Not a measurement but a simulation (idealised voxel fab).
Name of the process module below: voxel ribs on slabs
Square cells of 5 nm make up the cross-section cut, whose width is 155 nm.
Bands, listed from the top down, are how a cross-section gets written in this document; the cross-section itself is a grid of square cells, and a band is one or more rows of them.
Look at the band entry: it leads with the top's height and the bottom's height in nm. Then it lists the materials left to right, with a width in nm for each. The word "everywhere" on a single material says that material fills the band edge to edge. The word "blank" is empty space.
Counting heights begins at 0, where everything beneath is, in the wafer as received, one material. The lowest band has no bottom; it goes on downwards, as "0 -> down" shows.
The width entry "30..40" should be interpreted row by row: the top row of cells in the band takes the first number, the bottom row takes the second number, and the change between adjacent rows is uniform throughout.
Given "nothing got changed" for a step, no cell of the cross-section differs between before and after that step.
In the "Catalogued sealed voids" entry, you get each enclosed empty space of 8 cells or more, one with no open way to the top, written width x height at distance, distance from the left edge, in nm.
What comes after the settings on a step's line is commentary from the simulator itself on that step.
overlay nm: for a step with a mask, the amount by which the mask lay right of where it was planned; a negative amount means left of it.
Steps in the process plan:
1. RECEIVE with material Si
2. DIRECTIONAL_DEP with material SiO2, thk nm 20
3. DIRECTIONAL_DEP with material SiN, thk nm 25
4. PATTERN with tone cover, mask id RIB, material resist, width nm 30, thk nm 20, overlay nm 0
5. DIRECTIONAL_ETCH with etch materials SiN, depth nm 15
6. STRIP with etch materials resist
7. MASKED_ETCH with tone cover, mask id SLAB, width nm 90, etch materials SiN, depth nm 10, overlay nm 0
8. FILL_DEP with material SiO2, thk nm 15
9. CMP with height nm 55
10. DIRECTIONAL_DEP with material W, thk nm 10
11. PATTERN with tone cover, mask id HEATER, material resist, width nm 40, thk nm 20, overlay nm 0
12. DIRECTIONAL_ETCH with etch materials W, depth nm 10
13. STRIP with etch materials resist
14. CONFORMAL_DEP with material SiO2, thk nm 5
This is the cross-section of the wafer as we received it, i.e. after step 1:
0 -> down: Si everywhere
Catalogued sealed voids: none
Cross-sectional image of the first of two wafers at the end of the module, the run having proceeded as planned:
70 -> 65: blank 50  SiO2 50  blank 55
65 -> 60: blank 50  SiO2 5  W 40  SiO2 5  blank 55
60 -> 55: SiO2 55  W 40  SiO2 60
55 -> 45: SiO2 everywhere
45 -> 30: SiO2 60  SiN 30  SiO2 65
30 -> 20: SiO2 30  SiN 90  SiO2 35
20 -> 0: SiO2 everywhere
0 -> down: Si everywhere
Catalogued sealed voids: none
Wafer two, end of module, cross-section. Same start, same plan as wafer one. One mistake in the run:
65 -> 60: blank 50  SiO2 50  blank 55
60 -> 55: SiO2 55  W 40  SiO2 60
55 -> 45: SiO2 everywhere
45 -> 30: SiO2 60  SiN 30  SiO2 65
30 -> 20: SiO2 30  SiN 90  SiO2 35
20 -> 0: SiO2 everywhere
0 -> down: Si everywhere
Catalogued sealed voids: none
Against the plan, the run slipped here: off-plan run, step 10, actual operation and settings DIRECTIONAL_DEP with material W, thk nm 5
Counted in cells at the end, the second wafer holds more or fewer of these materials than the first: SiO2 -2; W -8
